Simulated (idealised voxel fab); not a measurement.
process module | voxel wiring stack
cross-section cut | 160 nm wide | cells 5 nm
A cross-section is a grid of square cells, given in bands from the top down. A band is one or more rows of cells.
Each band's line starts with the height of the band's top and of its bottom, in nm. Then come its materials from left to right, each with its width in nm. One material with "throughout" fills the band from edge to edge. "air" is empty space.
Height 0 is the level under which the wafer as received is all one material. The lowest band goes on downwards, as in "0 down".
A width such as "30 to 40" changes by the same amount from each row of cells to the next, from the band's top row to its bottom row.
"no change" after a step means that no cell of the cross-section changed.
closed voids: empty space of 8 cells or more with no open way to the top, each as width x height at its distance from the left edge, in nm
after a step's settings: what the simulator itself notes on the step
overlay nm, on a step with a mask: how far to the right of its planned place the mask lay; to the left if negative
plan
1 op RECEIVE | material Si
2 op CONFORMAL_DEP | material SiO2 | thk nm 15
3 op CONFORMAL_DEP | material SiN | thk nm 5
4 op DIRECTIONAL_DEP | material SiO2 | thk nm 25
5 op PATTERN | tone open | mask id METAL_1 | material resist | width nm 25 | pitch nm 45 | thk nm 15 | overlay nm 0
6 op DIRECTIONAL_ETCH | etch materials SiO2 | depth nm 25
7 op DIRECTIONAL_ETCH | etch materials SiN | depth nm 5
8 op STRIP | etch materials resist
9 op CONFORMAL_DEP | material TiN | thk nm 5
10 op FILL_DEP | material Ru | thk nm 10
11 op CMP | height nm 45
12 op CONFORMAL_DEP | material SiCN | thk nm 5
13 op DIRECTIONAL_DEP | material SiO2 | thk nm 30
14 op MASKED_ETCH | tone open | mask id METAL_2 | width nm 25 | pitch nm 45 | etch materials SiO2 | depth nm 20 | overlay nm 0
15 op PATTERN | tone open | mask id METAL_2_HOLES | material resist | width nm 15 | thk nm 20 | overlay nm 0
16 op DIRECTIONAL_ETCH | etch materials SiO2 | depth nm 10
17 op DIRECTIONAL_ETCH | etch materials SiCN | depth nm 5
18 op STRIP | etch materials resist
19 op CONFORMAL_DEP | material TiN | thk nm 5
20 op FILL_DEP | material Cu | thk nm 10
21 op CMP | height nm 80
22 op CONFORMAL_DEP | material SiCN | thk nm 5
23 op DIRECTIONAL_DEP | material lowk | thk nm 10
24 op MASKED_ETCH | tone open | mask id PLUG_2 | width nm 15 | etch materials lowk | depth nm 10 | overlay nm 0
25 op MASKED_ETCH | tone open | mask id PLUG_2 | width nm 15 | etch materials SiCN | depth nm 5 | overlay nm 0
26 op CONFORMAL_DEP | material TiN | thk nm 5
27 op FILL_DEP | material Cu | thk nm 5
28 op CMP | height nm 95
29 op CONFORMAL_DEP | material SiCN | thk nm 5
30 op DIRECTIONAL_DEP | material SiO2 | thk nm 20
31 op MASKED_ETCH | tone open | mask id METAL_3 | width nm 25 | pitch nm 45 | etch materials SiO2 | depth nm 20 | overlay nm 0
32 op MASKED_ETCH | tone open | mask id METAL_3 | width nm 25 | pitch nm 45 | etch materials SiCN | depth nm 5 | overlay nm 0
33 op CONFORMAL_DEP | material TiN | thk nm 5
34 op FILL_DEP | material Cu | thk nm 5
35 op CMP | height nm 120
36 op CONFORMAL_DEP | material SiCN | thk nm 5
first wafer, as planned
as received, after step 1
  0 down: Si throughout
  closed voids: none
after step 2
  15 to 0: SiO2 throughout
  below 0: unchanged
after step 3
  20 to 15: SiN throughout
  below 15: unchanged
after step 4
  45 to 20: SiO2 throughout
  below 20: unchanged
after step 5
  60 to 45: resist 45 | air 25 | resist 20 | air 25 | resist 45
  below 45: unchanged
after step 6
  60 to 45: resist 45 | air 25 | resist 20 | air 25 | resist 45
  45 to 20: SiO2 45 | air 25 | SiO2 20 | air 25 | SiO2 45
  below 20: unchanged
after step 7
  60 to 45: resist 45 | air 25 | resist 20 | air 25 | resist 45
  45 to 20: SiO2 45 | air 25 | SiO2 20 | air 25 | SiO2 45
  20 to 15: SiN 45 | air 25 | SiN 20 | air 25 | SiN 45
  below 15: unchanged
after step 8
  45 to 20: SiO2 45 | air 25 | SiO2 20 | air 25 | SiO2 45
  below 20: unchanged
after step 9
  50 to 45: TiN 50 | air 15 | TiN 30 | air 15 | TiN 50
  45 to 20: SiO2 45 | TiN 5 | air 15 | TiN 5 | SiO2 20 | TiN 5 | air 15 | TiN 5 | SiO2 45
  20 to 15: SiN 45 | TiN 25 | SiN 20 | TiN 25 | SiN 45
  below 15: unchanged
after step 10
  60 to 50: Ru throughout
  50 to 45: TiN 50 | Ru 15 | TiN 30 | Ru 15 | TiN 50
  45 to 20: SiO2 45 | TiN 5 | Ru 15 | TiN 5 | SiO2 20 | TiN 5 | Ru 15 | TiN 5 | SiO2 45
  below 20: unchanged
after step 11
  45 to 20: SiO2 45 | TiN 5 | Ru 15 | TiN 5 | SiO2 20 | TiN 5 | Ru 15 | TiN 5 | SiO2 45
  below 20: unchanged
after step 12
  50 to 45: SiCN throughout
  below 45: unchanged
after step 13
  80 to 50: SiO2 throughout
  below 50: unchanged
after step 14
  80 to 60: SiO2 45 | air 25 | SiO2 20 | air 25 | SiO2 45
  below 60: unchanged
after step 15
  100 to 80: resist 45 | air 15 | resist 100
  80 to 60: SiO2 45 | air 15 | resist 10 | SiO2 20 | resist 25 | SiO2 45
  below 60: unchanged
after step 16
  100 to 80: resist 45 | air 15 | resist 100
  80 to 60: SiO2 45 | air 15 | resist 10 | SiO2 20 | resist 25 | SiO2 45
  60 to 50: SiO2 45 | air 15 | SiO2 100
  below 50: unchanged
after step 17
  100 to 80: resist 45 | air 15 | resist 100
  80 to 60: SiO2 45 | air 15 | resist 10 | SiO2 20 | resist 25 | SiO2 45
  60 to 50: SiO2 45 | air 15 | SiO2 100
  50 to 45: SiCN 45 | air 15 | SiCN 100
  below 45: unchanged
after step 18
  80 to 60: SiO2 45 | air 25 | SiO2 20 | air 25 | SiO2 45
  below 60: unchanged
after step 19
  85 to 80: TiN 50 | air 15 | TiN 30 | air 15 | TiN 50
  80 to 65: SiO2 45 | TiN 5 | air 15 | TiN 5 | SiO2 20 | TiN 5 | air 15 | TiN 5 | SiO2 45
  65 to 60: SiO2 45 | TiN 5 | air 5 | TiN 15 | SiO2 20 | TiN 25 | SiO2 45
  60 to 50: SiO2 45 | TiN 5 | air 5 | TiN 5 | SiO2 100
  50 to 45: SiCN 45 | TiN 15 | SiCN 100
  below 45: unchanged
after step 20
  95 to 85: Cu throughout
  85 to 80: TiN 50 | Cu 15 | TiN 30 | Cu 15 | TiN 50
  80 to 65: SiO2 45 | TiN 5 | Cu 15 | TiN 5 | SiO2 20 | TiN 5 | Cu 15 | TiN 5 | SiO2 45
  65 to 60: SiO2 45 | TiN 5 | Cu 5 | TiN 15 | SiO2 20 | TiN 25 | SiO2 45
  60 to 50: SiO2 45 | TiN 5 | Cu 5 | TiN 5 | SiO2 100
  below 50: unchanged
after step 21
  80 to 65: SiO2 45 | TiN 5 | Cu 15 | TiN 5 | SiO2 20 | TiN 5 | Cu 15 | TiN 5 | SiO2 45
  below 65: unchanged
after step 22
  85 to 80: SiCN throughout
  below 80: unchanged
after step 23
  95 to 85: lowk throughout
  below 85: unchanged
after step 24
  95 to 85: lowk 45 | air 15 | lowk 100
  below 85: unchanged
after step 25
  95 to 85: lowk 45 | air 15 | lowk 100
  85 to 80: SiCN 45 | air 15 | SiCN 100
  below 80: unchanged
after step 26
  100 to 95: TiN 50 | air 5 | TiN 105
  95 to 85: lowk 45 | TiN 5 | air 5 | TiN 5 | lowk 100
  85 to 80: SiCN 45 | TiN 15 | SiCN 100
  below 80: unchanged
after step 27
  105 to 100: Cu throughout
  100 to 95: TiN 50 | Cu 5 | TiN 105
  95 to 85: lowk 45 | TiN 5 | Cu 5 | TiN 5 | lowk 100
  below 85: unchanged
after step 28
  95 to 85: lowk 45 | TiN 5 | Cu 5 | TiN 5 | lowk 100
  below 85: unchanged
after step 29
  100 to 95: SiCN throughout
  below 95: unchanged
after step 30
  120 to 100: SiO2 throughout
  below 100: unchanged
after step 31
  120 to 100: SiO2 45 | air 25 | SiO2 20 | air 25 | SiO2 45
  below 100: unchanged
after step 32
  120 to 100: SiO2 45 | air 25 | SiO2 20 | air 25 | SiO2 45
  100 to 95: SiCN 45 | air 25 | SiCN 20 | air 25 | SiCN 45
  below 95: unchanged
after step 33
  125 to 120: TiN 50 | air 15 | TiN 30 | air 15 | TiN 50
  120 to 100: SiO2 45 | TiN 5 | air 15 | TiN 5 | SiO2 20 | TiN 5 | air 15 | TiN 5 | SiO2 45
  100 to 95: SiCN 45 | TiN 25 | SiCN 20 | TiN 25 | SiCN 45
  below 95: unchanged
after step 34
  130 to 125: Cu throughout
  125 to 120: TiN 50 | Cu 15 | TiN 30 | Cu 15 | TiN 50
  120 to 100: SiO2 45 | TiN 5 | Cu 15 | TiN 5 | SiO2 20 | TiN 5 | Cu 15 | TiN 5 | SiO2 45
  below 100: unchanged
after step 35
  120 to 100: SiO2 45 | TiN 5 | Cu 15 | TiN 5 | SiO2 20 | TiN 5 | Cu 15 | TiN 5 | SiO2 45
  below 100: unchanged
after step 36
  125 to 120: SiCN throughout
  below 120: unchanged
second wafer: like start, like plan, one mistake. Through step 13 it matches the first wafer
when step 14 should have ended
  80 to 60: air 45 | SiO2 25 | air 20 | SiO2 25 | air 45
  below 60: unchanged
when step 15 should have ended
  100 to 80: resist 45 | air 15 | resist 100
  80 to 60: resist 45 | SiO2 25 | resist 20 | SiO2 25 | resist 45
  below 60: unchanged
when step 16 should have ended
  100 to 80: resist 45 | air 15 | resist 100
  80 to 70: resist 45 | air 15 | SiO2 10 | resist 20 | SiO2 25 | resist 45
  below 70: unchanged
when step 17 should have ended: no change
when step 18 should have ended
  80 to 70: air 60 | SiO2 10 | air 20 | SiO2 25 | air 45
  70 to 60: air 45 | SiO2 25 | air 20 | SiO2 25 | air 45
  below 60: unchanged
when step 19 should have ended
  85 to 80: air 55 | TiN 20 | air 10 | TiN 35 | air 40
  80 to 70: air 55 to 40 | TiN 5 to 20 | SiO2 10 | TiN 5 | air 10 | TiN 5 | SiO2 25 | TiN 5 | air 40
  70 to 65: air 40 | TiN 5 | SiO2 25 | TiN 5 | air 10 | TiN 5 | SiO2 25 | TiN 5 | air 40
  65 to 60: TiN 45 | SiO2 25 | TiN 20 | SiO2 25 | TiN 45
  below 60: unchanged
when step 20 should have ended
  95 to 85: Cu throughout
  85 to 80: Cu 55 | TiN 20 | Cu 10 | TiN 35 | Cu 40
  80 to 70: Cu 55 to 40 | TiN 5 to 20 | SiO2 10 | TiN 5 | Cu 10 | TiN 5 | SiO2 25 | TiN 5 | Cu 40
  70 to 65: Cu 40 | TiN 5 | SiO2 25 | TiN 5 | Cu 10 | TiN 5 | SiO2 25 | TiN 5 | Cu 40
  below 65: unchanged
when step 21 should have ended
  80 to 70: Cu 55 to 40 | TiN 5 to 20 | SiO2 10 | TiN 5 | Cu 10 | TiN 5 | SiO2 25 | TiN 5 | Cu 40
  below 70: unchanged
when step 22 should have ended
  85 to 80: SiCN throughout
  below 80: unchanged
when step 23 should have ended
  95 to 85: lowk throughout
  below 85: unchanged
when step 24 should have ended
  95 to 85: lowk 45 | air 15 | lowk 100
  below 85: unchanged
when step 25 should have ended
  95 to 85: lowk 45 | air 15 | lowk 100
  85 to 80: SiCN 45 | air 15 | SiCN 100
  below 80: unchanged
when step 26 should have ended
  100 to 95: TiN 50 | air 5 | TiN 105
  95 to 85: lowk 45 | TiN 5 | air 5 | TiN 5 | lowk 100
  85 to 80: SiCN 45 | TiN 15 | SiCN 100
  below 80: unchanged
when step 27 should have ended
  105 to 100: Cu throughout
  100 to 95: TiN 50 | Cu 5 | TiN 105
  95 to 85: lowk 45 | TiN 5 | Cu 5 | TiN 5 | lowk 100
  below 85: unchanged
when step 28 should have ended
  95 to 85: lowk 45 | TiN 5 | Cu 5 | TiN 5 | lowk 100
  below 85: unchanged
when step 29 should have ended
  100 to 95: SiCN throughout
  below 95: unchanged
when step 30 should have ended
  120 to 100: SiO2 throughout
  below 100: unchanged
when step 31 should have ended
  120 to 100: SiO2 45 | air 25 | SiO2 20 | air 25 | SiO2 45
  below 100: unchanged
when step 32 should have ended
  120 to 100: SiO2 45 | air 25 | SiO2 20 | air 25 | SiO2 45
  100 to 95: SiCN 45 | air 25 | SiCN 20 | air 25 | SiCN 45
  below 95: unchanged
when step 33 should have ended
  125 to 120: TiN 50 | air 15 | TiN 30 | air 15 | TiN 50
  120 to 100: SiO2 45 | TiN 5 | air 15 | TiN 5 | SiO2 20 | TiN 5 | air 15 | TiN 5 | SiO2 45
  100 to 95: SiCN 45 | TiN 25 | SiCN 20 | TiN 25 | SiCN 45
  below 95: unchanged
when step 34 should have ended
  130 to 125: Cu throughout
  125 to 120: TiN 50 | Cu 15 | TiN 30 | Cu 15 | TiN 50
  120 to 100: SiO2 45 | TiN 5 | Cu 15 | TiN 5 | SiO2 20 | TiN 5 | Cu 15 | TiN 5 | SiO2 45
  below 100: unchanged
when step 35 should have ended
  120 to 100: SiO2 45 | TiN 5 | Cu 15 | TiN 5 | SiO2 20 | TiN 5 | Cu 15 | TiN 5 | SiO2 45
  below 100: unchanged
when step 36 should have ended
  125 to 120: SiCN throughout
  below 120: unchanged
what went wrong: step 14 ran as: op MASKED_ETCH | tone cover | mask id METAL_2 | width nm 25 | pitch nm 45 | etch materials SiO2 | depth nm 20 | overlay nm 0
at the end the second wafer has, in cells: 36 more of Cu | 3 more of SiCN | 48 fewer of SiO2 | 9 more of TiN
